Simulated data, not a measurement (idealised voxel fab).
The following process module bears the name voxel double patterning.
Cross-section cut: width 220 nm, square cells of 5 nm.
Think of the cross-section as a grid of square cells. We describe it in bands, top to bottom, and each band covers one or more rows of those cells.
First you get the band's top height and its bottom height, in nm, and then the materials it's made of, left to right, with each width in nm. If you see a single material with "all across", that one covers the band edge to edge. "air" is empty space.
Note: height 0 marks the level under which the wafer is uniformly one material as received. Lowest band unbounded below, written "0..down".
You'd read "30..40" like this: the band's top row of cells is as wide as the first number, its bottom row is as wide as the second, and going down, every row changes width by the same amount as the row before did.
You'll sometimes find "remains unaltered" written for a step, and that's the way of saying that nowhere in the cross-section did a cell change during that step.
"Cavities, closed" specifies each empty space that is not open to the top and that occupies no fewer than 8 cells, using the form width x height at distance, the distance measured from the left edge and all three quantities in nm.
It should be noted that, on the line of a given step, the content following the step's settings is a remark produced by the simulator itself with respect to that step.
For masked steps, "overlay nm" on the step line gives how far right of plan the mask actually lay; a minus sign means it lay to the left.
Pairs ahead. Before: cross-section ahead of one process step. After: cross-section once the step is done, shown to the lowest changed band only. Under each pair: that step, with settings. Caution: pairs may come from different runs of this module on the same starting wafer; a pair follows the pair above only where its "Status quo ante" entry says so.

## Status quo ante
    0..down | Si all across
    Cavities, closed: none

## Step Result
    10..0 | SiO2 all across
    Unchanged below 0.
    Cavities, closed: none
Processing between the before and after sections above: CONFORMAL_DEP [material SiO2] [thk nm 10]

Status quo ante: the state before this step is the cross-section shown after the step in the pair just above.

## Step Result
    25..10 | W all across
    Unchanged below 10.
    Cavities, closed: none
Processing between the before and after sections above: DIRECTIONAL_DEP [material W] [thk nm 15]

Status quo ante: the state before this step is the cross-section shown after the step in the pair just above.

## Step Result
    30..25 | SiCN all across
    Unchanged below 25.
    Cavities, closed: none
Processing between the before and after sections above: DIRECTIONAL_DEP [material SiCN] [thk nm 5]

Status quo ante: the state before this step is the cross-section shown after the step in the pair just above.

## Step Result
    40..30 | aC all across
    Unchanged below 30.
    Cavities, closed: none
Processing between the before and after sections above: DIRECTIONAL_DEP [material aC] [thk nm 10]

Status quo ante: the state before this step is the cross-section shown after the step in the pair just above.

## Step Result
    65..40 | resist 50 nm, then air 15 nm, then resist 35 nm, then air 15 nm, then resist 35 nm, then air 15 nm, then resist 55 nm
    Unchanged below 40.
    Cavities, closed: none
Processing between the before and after sections above: PATTERN [tone open] [mask id FIRST] [material resist] [width nm 15] [pitch nm 50] [thk nm 25] [overlay nm 0]

Status quo ante: the state before this step is the cross-section shown after the step in the pair just above.

## Step Result
    55..40 | resist 50 nm, then air 15 nm, then resist 35 nm, then air 15 nm, then resist 35 nm, then air 15 nm, then resist 55 nm
    40..30 | aC 50 nm, then air 15 nm, then aC 35 nm, then air 15 nm, then aC 35 nm, then air 15 nm, then aC 55 nm
    Unchanged below 30.
    Cavities, closed: none
Processing between the before and after sections above: DIRECTIONAL_ETCH [etch materials aC] [depth nm 10]

Status quo ante: the state before this step is the cross-section shown after the step in the pair just above.

## Step Result
    40..30 | aC 50 nm, then air 15 nm, then aC 35 nm, then air 15 nm, then aC 35 nm, then air 15 nm, then aC 55 nm
    Unchanged below 30.
    Cavities, closed: none
Processing between the before and after sections above: STRIP [etch materials resist]

Status quo ante: the state before this step is the cross-section shown after the step in the pair just above.

## Step Result
    40..30 | aC 50 nm, then air 15 nm, then aC 35 nm, then air 15 nm, then aC 35 nm, then air 15 nm, then aC 55 nm
    30..25 | SiCN 50 nm, then air 15 nm, then SiCN 35 nm, then air 15 nm, then SiCN 35 nm, then air 15 nm, then SiCN 55 nm
    Unchanged below 25.
    Cavities, closed: none
Processing between the before and after sections above: DIRECTIONAL_ETCH [etch materials SiCN] [depth nm 5]

Status quo ante: the state before this step is the cross-section shown after the step in the pair just above.

## Step Result
    30..25 | SiCN 50 nm, then air 15 nm, then SiCN 35 nm, then air 15 nm, then SiCN 35 nm, then air 15 nm, then SiCN 55 nm
    Unchanged below 25.
    Cavities, closed: none
Processing between the before and after sections above: STRIP [etch materials aC]

Status quo ante: the state before this step is the cross-section shown after the step in the pair just above.

## Step Result
    40..35 | aC 50 nm, then air 15 nm, then aC 35 nm, then air 15 nm, then aC 35 nm, then air 15 nm, then aC 55 nm
    35..30 | aC all across
    30..25 | SiCN 50 nm, then aC 15 nm, then SiCN 35 nm, then aC 15 nm, then SiCN 35 nm, then aC 15 nm, then SiCN 55 nm
    Unchanged below 25.
    Cavities, closed: none
Processing between the before and after sections above: DIRECTIONAL_DEP [material aC] [thk nm 10]

Status quo ante: the state before this step is the cross-section shown after the step in the pair just above.

## Step Result
    70..40 | resist 75 nm, then air 15 nm, then resist 35 nm, then air 15 nm, then resist 80 nm
    40..35 | aC 50 nm, then resist 15 nm, then aC 35 nm, then resist 15 nm, then aC 35 nm, then resist 15 nm, then aC 55 nm
    Unchanged below 35.
    Cavities, closed: none
Processing between the before and after sections above: PATTERN [tone open] [mask id SECOND] [material resist] [width nm 15] [pitch nm 50] [thk nm 30] [overlay nm 0]

Status quo ante: the state before this step is the cross-section shown after the step in the pair just above.

## Step Result
    60..40 | resist 75 nm, then air 15 nm, then resist 35 nm, then air 15 nm, then resist 80 nm
    40..35 | aC 50 nm, then resist 15 nm, then aC 10 nm, then air 15 nm, then aC 10 nm, then resist 15 nm, then aC 10 nm, then air 15 nm, then aC 10 nm, then resist 15 nm, then aC 55 nm
    35..30 | aC 75 nm, then air 15 nm, then aC 35 nm, then air 15 nm, then aC 80 nm
    Unchanged below 30.
    Cavities, closed: none
Processing between the before and after sections above: DIRECTIONAL_ETCH [etch materials aC] [depth nm 10]

Status quo ante: the state before this step is the cross-section shown after the step in the pair just above.

## Step Result
    40..35 | aC 50 nm, then air 15 nm, then aC 10 nm, then air 15 nm, then aC 10 nm, then air 15 nm, then aC 10 nm, then air 15 nm, then aC 10 nm, then air 15 nm, then aC 55 nm
    Unchanged below 35.
    Cavities, closed: none
Processing between the before and after sections above: STRIP [etch materials resist]

Status quo ante: the state before this step is the cross-section shown after the step in the pair just above.

## Step Result
    40..35 | aC 50 nm, then air 15 nm, then aC 10 nm, then air 15 nm, then aC 10 nm, then air 15 nm, then aC 10 nm, then air 15 nm, then aC 10 nm, then air 15 nm, then aC 55 nm
    35..30 | aC 75 nm, then air 15 nm, then aC 35 nm, then air 15 nm, then aC 80 nm
    30..25 | SiCN 50 nm, then aC 15 nm, then SiCN 10 nm, then air 15 nm, then SiCN 10 nm, then aC 15 nm, then SiCN 10 nm, then air 15 nm, then SiCN 10 nm, then aC 15 nm, then SiCN 55 nm
    Unchanged below 25.
    Cavities, closed: none
Processing between the before and after sections above: DIRECTIONAL_ETCH [etch materials SiCN] [depth nm 5]

Status quo ante: the state before this step is the cross-section shown after the step in the pair just above.

## Step Result
    30..25 | SiCN 50 nm, then air 15 nm, then SiCN 10 nm, then air 15 nm, then SiCN 10 nm, then air 15 nm, then SiCN 10 nm, then air 15 nm, then SiCN 10 nm, then air 15 nm, then SiCN 55 nm
    Unchanged below 25.
    Cavities, closed: none
Processing between the before and after sections above: STRIP [etch materials aC]

Status quo ante: the state before this step is the cross-section shown after the step in the pair just above.

## Step Result
    30..25 | SiCN 50 nm, then air 15 nm, then SiCN 10 nm, then air 15 nm, then SiCN 10 nm, then air 15 nm, then SiCN 10 nm, then air 15 nm, then SiCN 10 nm, then air 15 nm, then SiCN 55 nm
    25..10 | W 50 nm, then air 15 nm, then W 10 nm, then air 15 nm, then W 10 nm, then air 15 nm, then W 10 nm, then air 15 nm, then W 10 nm, then air 15 nm, then W 55 nm
    Unchanged below 10.
    Cavities, closed: none
Processing between the before and after sections above: DIRECTIONAL_ETCH [etch materials W] [depth nm 15]

Status quo ante: the state before this step is the cross-section shown after the step in the pair just above.

## Step Result
    25..10 | W 50 nm, then air 15 nm, then W 10 nm, then air 15 nm, then W 10 nm, then air 15 nm, then W 10 nm, then air 15 nm, then W 10 nm, then air 15 nm, then W 55 nm
    Unchanged below 10.
    Cavities, closed: none
Processing between the before and after sections above: STRIP [etch materials SiCN]

## Status quo ante
    0..down | Si all across
    Cavities, closed: none

## Step Result
    15..0 | W all across
    Unchanged below 0.
    Cavities, closed: none
Processing between the before and after sections above: DIRECTIONAL_DEP [material W] [thk nm 15]

Status quo ante: the state before this step is the cross-section shown after the step in the pair just above.

## Step Result
    20..15 | SiCN all across
    Unchanged below 15.
    Cavities, closed: none
Processing between the before and after sections above: DIRECTIONAL_DEP [material SiCN] [thk nm 5]

Status quo ante: the state before this step is the cross-section shown after the step in the pair just above.

## Step Result
    30..20 | aC all across
    Unchanged below 20.
    Cavities, closed: none
Processing between the before and after sections above: DIRECTIONAL_DEP [material aC] [thk nm 10]

Status quo ante: the state before this step is the cross-section shown after the step in the pair just above.

## Step Result
    55..30 | resist 50 nm, then air 15 nm, then resist 35 nm, then air 15 nm, then resist 35 nm, then air 15 nm, then resist 55 nm
    Unchanged below 30.
    Cavities, closed: none
Processing between the before and after sections above: PATTERN [tone open] [mask id FIRST] [material resist] [width nm 15] [pitch nm 50] [thk nm 25] [overlay nm 0]

Status quo ante: the state before this step is the cross-section shown after the step in the pair just above.

## Step Result
    45..30 | resist 50 nm, then air 15 nm, then resist 35 nm, then air 15 nm, then resist 35 nm, then air 15 nm, then resist 55 nm
    30..20 | aC 50 nm, then air 15 nm, then aC 35 nm, then air 15 nm, then aC 35 nm, then air 15 nm, then aC 55 nm
    Unchanged below 20.
    Cavities, closed: none
Processing between the before and after sections above: DIRECTIONAL_ETCH [etch materials aC] [depth nm 10]

Status quo ante: the state before this step is the cross-section shown after the step in the pair just above.

## Step Result
    30..20 | aC 50 nm, then air 15 nm, then aC 35 nm, then air 15 nm, then aC 35 nm, then air 15 nm, then aC 55 nm
    Unchanged below 20.
    Cavities, closed: none
Processing between the before and after sections above: STRIP [etch materials resist]

Status quo ante: the state before this step is the cross-section shown after the step in the pair just above.

## Step Result
    30..20 | aC 50 nm, then air 15 nm, then aC 35 nm, then air 15 nm, then aC 35 nm, then air 15 nm, then aC 55 nm
    20..15 | SiCN 50 nm, then air 15 nm, then SiCN 35 nm, then air 15 nm, then SiCN 35 nm, then air 15 nm, then SiCN 55 nm
    Unchanged below 15.
    Cavities, closed: none
Processing between the before and after sections above: DIRECTIONAL_ETCH [etch materials SiCN] [depth nm 5]

Status quo ante: the state before this step is the cross-section shown after the step in the pair just above.

## Step Result
    20..15 | SiCN 50 nm, then air 15 nm, then SiCN 35 nm, then air 15 nm, then SiCN 35 nm, then air 15 nm, then SiCN 55 nm
    Unchanged below 15.
    Cavities, closed: none
Processing between the before and after sections above: STRIP [etch materials aC]

Status quo ante: the state before this step is the cross-section shown after the step in the pair just above.

## Step Result
    30..25 | aC 50 nm, then air 15 nm, then aC 35 nm, then air 15 nm, then aC 35 nm, then air 15 nm, then aC 55 nm
    25..20 | aC all across
    20..15 | SiCN 50 nm, then aC 15 nm, then SiCN 35 nm, then aC 15 nm, then SiCN 35 nm, then aC 15 nm, then SiCN 55 nm
    Unchanged below 15.
    Cavities, closed: none
Processing between the before and after sections above: DIRECTIONAL_DEP [material aC] [thk nm 10]

Status quo ante: the state before this step is the cross-section shown after the step in the pair just above.

## Step Result
    60..30 | resist 75 nm, then air 15 nm, then resist 35 nm, then air 15 nm, then resist 80 nm
    30..25 | aC 50 nm, then resist 15 nm, then aC 35 nm, then resist 15 nm, then aC 35 nm, then resist 15 nm, then aC 55 nm
    Unchanged below 25.
    Cavities, closed: none
Processing between the before and after sections above: PATTERN [tone open] [mask id SECOND] [material resist] [width nm 15] [pitch nm 50] [thk nm 30] [overlay nm 0]

Status quo ante: the state before this step is the cross-section shown after the step in the pair just above.

## Step Result
    50..30 | resist 75 nm, then air 15 nm, then resist 35 nm, then air 15 nm, then resist 80 nm
    30..25 | aC 50 nm, then resist 15 nm, then aC 10 nm, then air 15 nm, then aC 10 nm, then resist 15 nm, then aC 10 nm, then air 15 nm, then aC 10 nm, then resist 15 nm, then aC 55 nm
    25..20 | aC 75 nm, then air 15 nm, then aC 35 nm, then air 15 nm, then aC 80 nm
    Unchanged below 20.
    Cavities, closed: none
Processing between the before and after sections above: DIRECTIONAL_ETCH [etch materials aC] [depth nm 10]

Status quo ante: the state before this step is the cross-section shown after the step in the pair just above.

## Step Result
    30..25 | aC 50 nm, then air 15 nm, then aC 10 nm, then air 15 nm, then aC 10 nm, then air 15 nm, then aC 10 nm, then air 15 nm, then aC 10 nm, then air 15 nm, then aC 55 nm
    Unchanged below 25.
    Cavities, closed: none
Processing between the before and after sections above: STRIP [etch materials resist]

Status quo ante: the state before this step is the cross-section shown after the step in the pair just above.

## Step Result
    30..25 | aC 50 nm, then air 15 nm, then aC 10 nm, then air 15 nm, then aC 10 nm, then air 15 nm, then aC 10 nm, then air 15 nm, then aC 10 nm, then air 15 nm, then aC 55 nm
    25..20 | aC 75 nm, then air 15 nm, then aC 35 nm, then air 15 nm, then aC 80 nm
    20..15 | SiCN 50 nm, then aC 15 nm, then SiCN 10 nm, then air 15 nm, then SiCN 10 nm, then aC 15 nm, then SiCN 10 nm, then air 15 nm, then SiCN 10 nm, then aC 15 nm, then SiCN 55 nm
    Unchanged below 15.
    Cavities, closed: none
Processing between the before and after sections above: DIRECTIONAL_ETCH [etch materials SiCN] [depth nm 5]

Status quo ante: the state before this step is the cross-section shown after the step in the pair just above.

## Step Result
    20..15 | SiCN 50 nm, then air 15 nm, then SiCN 10 nm, then air 15 nm, then SiCN 10 nm, then air 15 nm, then SiCN 10 nm, then air 15 nm, then SiCN 10 nm, then air 15 nm, then SiCN 55 nm
    Unchanged below 15.
    Cavities, closed: none
Processing between the before and after sections above: STRIP [etch materials aC]

Status quo ante: the state before this step is the cross-section shown after the step in the pair just above.

## Step Result
    20..15 | SiCN 50 nm, then air 15 nm, then SiCN 10 nm, then air 15 nm, then SiCN 10 nm, then air 15 nm, then SiCN 10 nm, then air 15 nm, then SiCN 10 nm, then air 15 nm, then SiCN 55 nm
    15..0 | W 50 nm, then air 15 nm, then W 10 nm, then air 15 nm, then W 10 nm, then air 15 nm, then W 10 nm, then air 15 nm, then W 10 nm, then air 15 nm, then W 55 nm
    Unchanged below 0.
    Cavities, closed: none
Processing between the before and after sections above: DIRECTIONAL_ETCH [etch materials W] [depth nm 15]

Status quo ante: the state before this step is the cross-section shown after the step in the pair just above.

## Step Result
    15..0 | W 50 nm, then air 15 nm, then W 10 nm, then air 15 nm, then W 10 nm, then air 15 nm, then W 10 nm, then air 15 nm, then W 10 nm, then air 15 nm, then W 55 nm
    Unchanged below 0.
    Cavities, closed: none
Processing between the before and after sections above: STRIP [etch materials SiCN]

## Status quo ante
    25..10 | W all across
    10..0 | SiO2 all across
    0..down | Si all across
    Cavities, closed: none

## Step Result
    40..10 | W all across
    Unchanged below 10.
    Cavities, closed: none
Processing between the before and after sections above: DIRECTIONAL_DEP [material W] [thk nm 15]

Status quo ante: the state before this step is the cross-section shown after the step in the pair just above.

## Step Result
    45..40 | SiCN all across
    Unchanged below 40.
    Cavities, closed: none
Processing between the before and after sections above: DIRECTIONAL_DEP [material SiCN] [thk nm 5]

Status quo ante: the state before this step is the cross-section shown after the step in the pair just above.

## Step Result
    55..45 | aC all across
    Unchanged below 45.
    Cavities, closed: none
Processing between the before and after sections above: DIRECTIONAL_DEP [material aC] [thk nm 10]

Status quo ante: the state before this step is the cross-section shown after the step in the pair just above.

## Step Result
    80..55 | resist 50 nm, then air 15 nm, then resist 35 nm, then air 15 nm, then resist 35 nm, then air 15 nm, then resist 55 nm
    Unchanged below 55.
    Cavities, closed: none
Processing between the before and after sections above: PATTERN [tone open] [mask id FIRST] [material resist] [width nm 15] [pitch nm 50] [thk nm 25] [overlay nm 0]

Status quo ante: the state before this step is the cross-section shown after the step in the pair just above.

## Step Result
    70..55 | resist 50 nm, then air 15 nm, then resist 35 nm, then air 15 nm, then resist 35 nm, then air 15 nm, then resist 55 nm
    55..45 | aC 50 nm, then air 15 nm, then aC 35 nm, then air 15 nm, then aC 35 nm, then air 15 nm, then aC 55 nm
    Unchanged below 45.
    Cavities, closed: none
Processing between the before and after sections above: DIRECTIONAL_ETCH [etch materials aC] [depth nm 10]

Status quo ante: the state before this step is the cross-section shown after the step in the pair just above.

## Step Result
    55..45 | aC 50 nm, then air 15 nm, then aC 35 nm, then air 15 nm, then aC 35 nm, then air 15 nm, then aC 55 nm
    Unchanged below 45.
    Cavities, closed: none
Processing between the before and after sections above: STRIP [etch materials resist]

Status quo ante: the state before this step is the cross-section shown after the step in the pair just above.

## Step Result
    55..45 | aC 50 nm, then air 15 nm, then aC 35 nm, then air 15 nm, then aC 35 nm, then air 15 nm, then aC 55 nm
    45..40 | SiCN 50 nm, then air 15 nm, then SiCN 35 nm, then air 15 nm, then SiCN 35 nm, then air 15 nm, then SiCN 55 nm
    Unchanged below 40.
    Cavities, closed: none
Processing between the before and after sections above: DIRECTIONAL_ETCH [etch materials SiCN] [depth nm 5]

Status quo ante: the state before this step is the cross-section shown after the step in the pair just above.

## Step Result
    45..40 | SiCN 50 nm, then air 15 nm, then SiCN 35 nm, then air 15 nm, then SiCN 35 nm, then air 15 nm, then SiCN 55 nm
    Unchanged below 40.
    Cavities, closed: none
Processing between the before and after sections above: STRIP [etch materials aC]

Status quo ante: the state before this step is the cross-section shown after the step in the pair just above.

## Step Result
    55..50 | aC 50 nm, then air 15 nm, then aC 35 nm, then air 15 nm, then aC 35 nm, then air 15 nm, then aC 55 nm
    50..45 | aC all across
    45..40 | SiCN 50 nm, then aC 15 nm, then SiCN 35 nm, then aC 15 nm, then SiCN 35 nm, then aC 15 nm, then SiCN 55 nm
    Unchanged below 40.
    Cavities, closed: none
Processing between the before and after sections above: DIRECTIONAL_DEP [material aC] [thk nm 10]

Status quo ante: the state before this step is the cross-section shown after the step in the pair just above.

## Step Result
    85..55 | resist 75 nm, then air 15 nm, then resist 35 nm, then air 15 nm, then resist 80 nm
    55..50 | aC 50 nm, then resist 15 nm, then aC 35 nm, then resist 15 nm, then aC 35 nm, then resist 15 nm, then aC 55 nm
    Unchanged below 50.
    Cavities, closed: none
Processing between the before and after sections above: PATTERN [tone open] [mask id SECOND] [material resist] [width nm 15] [pitch nm 50] [thk nm 30] [overlay nm 0]

Status quo ante: the state before this step is the cross-section shown after the step in the pair just above.

## Step Result
    75..55 | resist 75 nm, then air 15 nm, then resist 35 nm, then air 15 nm, then resist 80 nm
    55..50 | aC 50 nm, then resist 15 nm, then aC 10 nm, then air 15 nm, then aC 10 nm, then resist 15 nm, then aC 10 nm, then air 15 nm, then aC 10 nm, then resist 15 nm, then aC 55 nm
    50..45 | aC 75 nm, then air 15 nm, then aC 35 nm, then air 15 nm, then aC 80 nm
    Unchanged below 45.
    Cavities, closed: none
Processing between the before and after sections above: DIRECTIONAL_ETCH [etch materials aC] [depth nm 10]

Status quo ante: the state before this step is the cross-section shown after the step in the pair just above.

## Step Result
    55..50 | aC 50 nm, then air 15 nm, then aC 10 nm, then air 15 nm, then aC 10 nm, then air 15 nm, then aC 10 nm, then air 15 nm, then aC 10 nm, then air 15 nm, then aC 55 nm
    Unchanged below 50.
    Cavities, closed: none
Processing between the before and after sections above: STRIP [etch materials resist]

Status quo ante: the state before this step is the cross-section shown after the step in the pair just above.

## Step Result
    55..50 | aC 50 nm, then air 15 nm, then aC 10 nm, then air 15 nm, then aC 10 nm, then air 15 nm, then aC 10 nm, then air 15 nm, then aC 10 nm, then air 15 nm, then aC 55 nm
    50..45 | aC 75 nm, then air 15 nm, then aC 35 nm, then air 15 nm, then aC 80 nm
    45..40 | SiCN 50 nm, then aC 15 nm, then SiCN 10 nm, then air 15 nm, then SiCN 10 nm, then aC 15 nm, then SiCN 10 nm, then air 15 nm, then SiCN 10 nm, then aC 15 nm, then SiCN 55 nm
    Unchanged below 40.
    Cavities, closed: none
Processing between the before and after sections above: DIRECTIONAL_ETCH [etch materials SiCN] [depth nm 5]

Status quo ante: the state before this step is the cross-section shown after the step in the pair just above.

## Step Result
    45..40 | SiCN 50 nm, then air 15 nm, then SiCN 10 nm, then air 15 nm, then SiCN 10 nm, then air 15 nm, then SiCN 10 nm, then air 15 nm, then SiCN 10 nm, then air 15 nm, then SiCN 55 nm
    Unchanged below 40.
    Cavities, closed: none
Processing between the before and after sections above: STRIP [etch materials aC]

Status quo ante: the state before this step is the cross-section shown after the step in the pair just above.

## Step Result
    45..40 | SiCN 50 nm, then air 15 nm, then SiCN 10 nm, then air 15 nm, then SiCN 10 nm, then air 15 nm, then SiCN 10 nm, then air 15 nm, then SiCN 10 nm, then air 15 nm, then SiCN 55 nm
    40..25 | W 50 nm, then air 15 nm, then W 10 nm, then air 15 nm, then W 10 nm, then air 15 nm, then W 10 nm, then air 15 nm, then W 10 nm, then air 15 nm, then W 55 nm
    Unchanged below 25.
    Cavities, closed: none
Processing between the before and after sections above: DIRECTIONAL_ETCH [etch materials W] [depth nm 15]

Status quo ante: the state before this step is the cross-section shown after the step in the pair just above.

## Step Result
    40..25 | W 50 nm, then air 15 nm, then W 10 nm, then air 15 nm, then W 10 nm, then air 15 nm, then W 10 nm, then air 15 nm, then W 10 nm, then air 15 nm, then W 55 nm
    Unchanged below 25.
    Cavities, closed: none
Processing between the before and after sections above: STRIP [etch materials SiCN]

## Status quo ante
    15..0 | W all across
    0..down | Si all across
    Cavities, closed: none

## Step Result
    25..15 | SiO2 all across
    Unchanged below 15.
    Cavities, closed: none
Processing between the before and after sections above: CONFORMAL_DEP [material SiO2] [thk nm 10]

Status quo ante: the state before this step is the cross-section shown after the step in the pair just above.

## Step Result
    30..25 | SiCN all across
    Unchanged below 25.
    Cavities, closed: none
Processing between the before and after sections above: DIRECTIONAL_DEP [material SiCN] [thk nm 5]

Status quo ante: the state before this step is the cross-section shown after the step in the pair just above.

## Step Result
    40..30 | aC all across
    Unchanged below 30.
    Cavities, closed: none
Processing between the before and after sections above: DIRECTIONAL_DEP [material aC] [thk nm 10]

Status quo ante: the state before this step is the cross-section shown after the step in the pair just above.

## Step Result
    65..40 | resist 50 nm, then air 15 nm, then resist 35 nm, then air 15 nm, then resist 35 nm, then air 15 nm, then resist 55 nm
    Unchanged below 40.
    Cavities, closed: none
Processing between the before and after sections above: PATTERN [tone open] [mask id FIRST] [material resist] [width nm 15] [pitch nm 50] [thk nm 25] [overlay nm 0]

Status quo ante: the state before this step is the cross-section shown after the step in the pair just above.

## Step Result
    55..40 | resist 50 nm, then air 15 nm, then resist 35 nm, then air 15 nm, then resist 35 nm, then air 15 nm, then resist 55 nm
    40..30 | aC 50 nm, then air 15 nm, then aC 35 nm, then air 15 nm, then aC 35 nm, then air 15 nm, then aC 55 nm
    Unchanged below 30.
    Cavities, closed: none
Processing between the before and after sections above: DIRECTIONAL_ETCH [etch materials aC] [depth nm 10]

Status quo ante: the state before this step is the cross-section shown after the step in the pair just above.

## Step Result
    40..30 | aC 50 nm, then air 15 nm, then aC 35 nm, then air 15 nm, then aC 35 nm, then air 15 nm, then aC 55 nm
    Unchanged below 30.
    Cavities, closed: none
Processing between the before and after sections above: STRIP [etch materials resist]

Status quo ante: the state before this step is the cross-section shown after the step in the pair just above.

## Step Result
    40..30 | aC 50 nm, then air 15 nm, then aC 35 nm, then air 15 nm, then aC 35 nm, then air 15 nm, then aC 55 nm
    30..25 | SiCN 50 nm, then air 15 nm, then SiCN 35 nm, then air 15 nm, then SiCN 35 nm, then air 15 nm, then SiCN 55 nm
    Unchanged below 25.
    Cavities, closed: none
Processing between the before and after sections above: DIRECTIONAL_ETCH [etch materials SiCN] [depth nm 5]

Status quo ante: the state before this step is the cross-section shown after the step in the pair just above.

## Step Result
    30..25 | SiCN 50 nm, then air 15 nm, then SiCN 35 nm, then air 15 nm, then SiCN 35 nm, then air 15 nm, then SiCN 55 nm
    Unchanged below 25.
    Cavities, closed: none
Processing between the before and after sections above: STRIP [etch materials aC]

Status quo ante: the state before this step is the cross-section shown after the step in the pair just above.

## Step Result
    40..35 | aC 50 nm, then air 15 nm, then aC 35 nm, then air 15 nm, then aC 35 nm, then air 15 nm, then aC 55 nm
    35..30 | aC all across
    30..25 | SiCN 50 nm, then aC 15 nm, then SiCN 35 nm, then aC 15 nm, then SiCN 35 nm, then aC 15 nm, then SiCN 55 nm
    Unchanged below 25.
    Cavities, closed: none
Processing between the before and after sections above: DIRECTIONAL_DEP [material aC] [thk nm 10]

Status quo ante: the state before this step is the cross-section shown after the step in the pair just above.

## Step Result
    70..40 | resist 75 nm, then air 15 nm, then resist 35 nm, then air 15 nm, then resist 80 nm
    40..35 | aC 50 nm, then resist 15 nm, then aC 35 nm, then resist 15 nm, then aC 35 nm, then resist 15 nm, then aC 55 nm
    Unchanged below 35.
    Cavities, closed: none
Processing between the before and after sections above: PATTERN [tone open] [mask id SECOND] [material resist] [width nm 15] [pitch nm 50] [thk nm 30] [overlay nm 0]

Status quo ante: the state before this step is the cross-section shown after the step in the pair just above.

## Step Result
    60..40 | resist 75 nm, then air 15 nm, then resist 35 nm, then air 15 nm, then resist 80 nm
    40..35 | aC 50 nm, then resist 15 nm, then aC 10 nm, then air 15 nm, then aC 10 nm, then resist 15 nm, then aC 10 nm, then air 15 nm, then aC 10 nm, then resist 15 nm, then aC 55 nm
    35..30 | aC 75 nm, then air 15 nm, then aC 35 nm, then air 15 nm, then aC 80 nm
    Unchanged below 30.
    Cavities, closed: none
Processing between the before and after sections above: DIRECTIONAL_ETCH [etch materials aC] [depth nm 10]

Status quo ante: the state before this step is the cross-section shown after the step in the pair just above.

## Step Result
    40..35 | aC 50 nm, then air 15 nm, then aC 10 nm, then air 15 nm, then aC 10 nm, then air 15 nm, then aC 10 nm, then air 15 nm, then aC 10 nm, then air 15 nm, then aC 55 nm
    Unchanged below 35.
    Cavities, closed: none
Processing between the before and after sections above: STRIP [etch materials resist]

Status quo ante: the state before this step is the cross-section shown after the step in the pair just above.

## Step Result
    40..35 | aC 50 nm, then air 15 nm, then aC 10 nm, then air 15 nm, then aC 10 nm, then air 15 nm, then aC 10 nm, then air 15 nm, then aC 10 nm, then air 15 nm, then aC 55 nm
    35..30 | aC 75 nm, then air 15 nm, then aC 35 nm, then air 15 nm, then aC 80 nm
    30..25 | SiCN 50 nm, then aC 15 nm, then SiCN 10 nm, then air 15 nm, then SiCN 10 nm, then aC 15 nm, then SiCN 10 nm, then air 15 nm, then SiCN 10 nm, then aC 15 nm, then SiCN 55 nm
    Unchanged below 25.
    Cavities, closed: none
Processing between the before and after sections above: DIRECTIONAL_ETCH [etch materials SiCN] [depth nm 5]

Status quo ante: the state before this step is the cross-section shown after the step in the pair just above.

## Step Result
    30..25 | SiCN 50 nm, then air 15 nm, then SiCN 10 nm, then air 15 nm, then SiCN 10 nm, then air 15 nm, then SiCN 10 nm, then air 15 nm, then SiCN 10 nm, then air 15 nm, then SiCN 55 nm
    Unchanged below 25.
    Cavities, closed: none
Processing between the before and after sections above: STRIP [etch materials aC]

Status quo ante: the state before this step is the cross-section shown after the step in the pair just above.

## Step Result
    25..15 | SiO2 all across
    Unchanged below 15.
    Cavities, closed: none
Processing between the before and after sections above: STRIP [etch materials SiCN]

## Status quo ante
    0..down | Si all across
    Cavities, closed: none

## Step Result
    5..0 | SiO2 all across
    Unchanged below 0.
    Cavities, closed: none
Processing between the before and after sections above: CONFORMAL_DEP [material SiO2] [thk nm 5]

Status quo ante: the state before this step is the cross-section shown after the step in the pair just above.

## Step Result
    20..5 | W all across
    Unchanged below 5.
    Cavities, closed: none
Processing between the before and after sections above: DIRECTIONAL_DEP [material W] [thk nm 15]

Status quo ante: the state before this step is the cross-section shown after the step in the pair just above.

## Step Result
    25..20 | SiCN all across
    Unchanged below 20.
    Cavities, closed: none
Processing between the before and after sections above: DIRECTIONAL_DEP [material SiCN] [thk nm 5]

Status quo ante: the state before this step is the cross-section shown after the step in the pair just above.

## Step Result
    35..25 | aC all across
    Unchanged below 25.
    Cavities, closed: none
Processing between the before and after sections above: DIRECTIONAL_DEP [material aC] [thk nm 10]

Status quo ante: the state before this step is the cross-section shown after the step in the pair just above.

## Step Result
    60..35 | resist 50 nm, then air 15 nm, then resist 35 nm, then air 15 nm, then resist 35 nm, then air 15 nm, then resist 55 nm
    Unchanged below 35.
    Cavities, closed: none
Processing between the before and after sections above: PATTERN [tone open] [mask id FIRST] [material resist] [width nm 15] [pitch nm 50] [thk nm 25] [overlay nm 0]

Status quo ante: the state before this step is the cross-section shown after the step in the pair just above.

## Step Result
    50..35 | resist 50 nm, then air 15 nm, then resist 35 nm, then air 15 nm, then resist 35 nm, then air 15 nm, then resist 55 nm
    35..25 | aC 50 nm, then air 15 nm, then aC 35 nm, then air 15 nm, then aC 35 nm, then air 15 nm, then aC 55 nm
    Unchanged below 25.
    Cavities, closed: none
Processing between the before and after sections above: DIRECTIONAL_ETCH [etch materials aC] [depth nm 10]

Status quo ante: the state before this step is the cross-section shown after the step in the pair just above.

## Step Result
    35..25 | aC 50 nm, then air 15 nm, then aC 35 nm, then air 15 nm, then aC 35 nm, then air 15 nm, then aC 55 nm
    Unchanged below 25.
    Cavities, closed: none
Processing between the before and after sections above: STRIP [etch materials resist]

Status quo ante: the state before this step is the cross-section shown after the step in the pair just above.

## Step Result
    35..25 | aC 50 nm, then air 15 nm, then aC 35 nm, then air 15 nm, then aC 35 nm, then air 15 nm, then aC 55 nm
    25..20 | SiCN 50 nm, then air 15 nm, then SiCN 35 nm, then air 15 nm, then SiCN 35 nm, then air 15 nm, then SiCN 55 nm
    Unchanged below 20.
    Cavities, closed: none
Processing between the before and after sections above: DIRECTIONAL_ETCH [etch materials SiCN] [depth nm 5]

Status quo ante: the state before this step is the cross-section shown after the step in the pair just above.

## Step Result
    25..20 | SiCN 50 nm, then air 15 nm, then SiCN 35 nm, then air 15 nm, then SiCN 35 nm, then air 15 nm, then SiCN 55 nm
    Unchanged below 20.
    Cavities, closed: none
Processing between the before and after sections above: STRIP [etch materials aC]
